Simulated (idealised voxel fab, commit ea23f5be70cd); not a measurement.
The process module that follows is named voxel quadruple lines.
215 nm wide, 5 nm square cells: that's cross-section cut.
How to read a cross-section here: the picture is a grid of square cells, written as bands going from the top down, and any band can span one or more rows of cells.
First you get the band's top height and its bottom height, in nm, and then the materials it's made of, left to right, with each width in nm. If you see a single material with "throughout", that one covers the band edge to edge. "blank" is empty space.
Beneath 0, the wafer as received is one material, and that level is where height counting begins. The lowest band goes on downward without a bottom; it is written like "0 -> down".
Per-row width for "30..40": begins at first number (top row of band), ends at second number (bottom row), increment between rows held constant.
"stayed the same" for a step: no cell of the cross-section changed in that step.
Entry "Enclosed void list". Content: empty spaces with no open connection to the top, size 8 cells or greater. Each: width x height at distance. Distance: from left edge. Unit: nm.
The remark found on a step's line after its settings is issued by the simulator itself and pertains to that step.
Among the settings permitted on a step's line is "overlay nm"; applied to a step with a mask, it specifies the extent to which the mask lay to the right of its planned position, whereas a negative figure signifies a position to the left.

### Planned step list for the process
- 1: RECEIVE, material Si
- 2: CONFORMAL_DEP, material SiO2, thk nm 10
- 3: DIRECTIONAL_DEP, material Ru, thk nm 15
- 4: DIRECTIONAL_DEP, material polySi, thk nm 15
- 5: DIRECTIONAL_DEP, material aC, thk nm 25
- 6: PATTERN, tone cover, mask id MANDREL, material resist, width nm 20, pitch nm 60, thk nm 35, overlay nm 0
- 7: DIRECTIONAL_ETCH, etch materials aC, depth nm 25
- 8: STRIP, etch materials resist
- 9: CONFORMAL_DEP, material SiO2, thk nm 10
- 10: DIRECTIONAL_ETCH, etch materials SiO2, depth nm 10
- 11: STRIP, etch materials aC
- 12: DIRECTIONAL_ETCH, etch materials polySi, depth nm 15
- 13: STRIP, etch materials SiO2
- 14: CONFORMAL_DEP, material SiCN, thk nm 5
- 15: DIRECTIONAL_ETCH, etch materials SiCN, depth nm 5
- 16: STRIP, etch materials polySi
- 17: DIRECTIONAL_ETCH, etch materials Ru, depth nm 15
- 18: STRIP, etch materials SiCN
- 19: FILL_DEP, material lowk, thk nm 10
- 20: CMP, height nm 25

### Cross-section of the wafer as it came to us, i.e., already through step 1
0 -> down | Si throughout
Enclosed void list: none

### First of two wafers at the end of the module, shown in cross-section; run carried out as planned
25 -> 10 | lowk (50), then Ru (5), then lowk (10), then Ru (5), then lowk (10), then Ru (5), then lowk (10), then Ru (5), then lowk (10), then Ru (5), then lowk (10), then Ru (5), then lowk (10), then Ru (5), then lowk (10), then Ru (5), then lowk (55)
10 -> 0 | SiO2 throughout
0 -> down | Si throughout
Enclosed void list: none

### Cross-section, second wafer: same start as the first, same plan as the first, one mistake in running it; taken at the end of the module
25 -> 10 | lowk (50), then Ru (5), then lowk (10), then Ru (5), then lowk (15), then Ru (5), then lowk (10), then Ru (5), then lowk (5), then Ru (5), then lowk (10), then Ru (5), then lowk (15), then Ru (5), then lowk (10), then Ru (5), then lowk (50)
10 -> 0 | SiO2 throughout
0 -> down | Si throughout
Enclosed void list: none
Run error: step 6 went in with a setting other than planned; the actual run was PATTERN, tone cover, mask id MANDREL, material resist, width nm 25, pitch nm 60, thk nm 35, overlay nm 0
The two final wafers agree on how many cells each material fills and disagree on which cells those are.
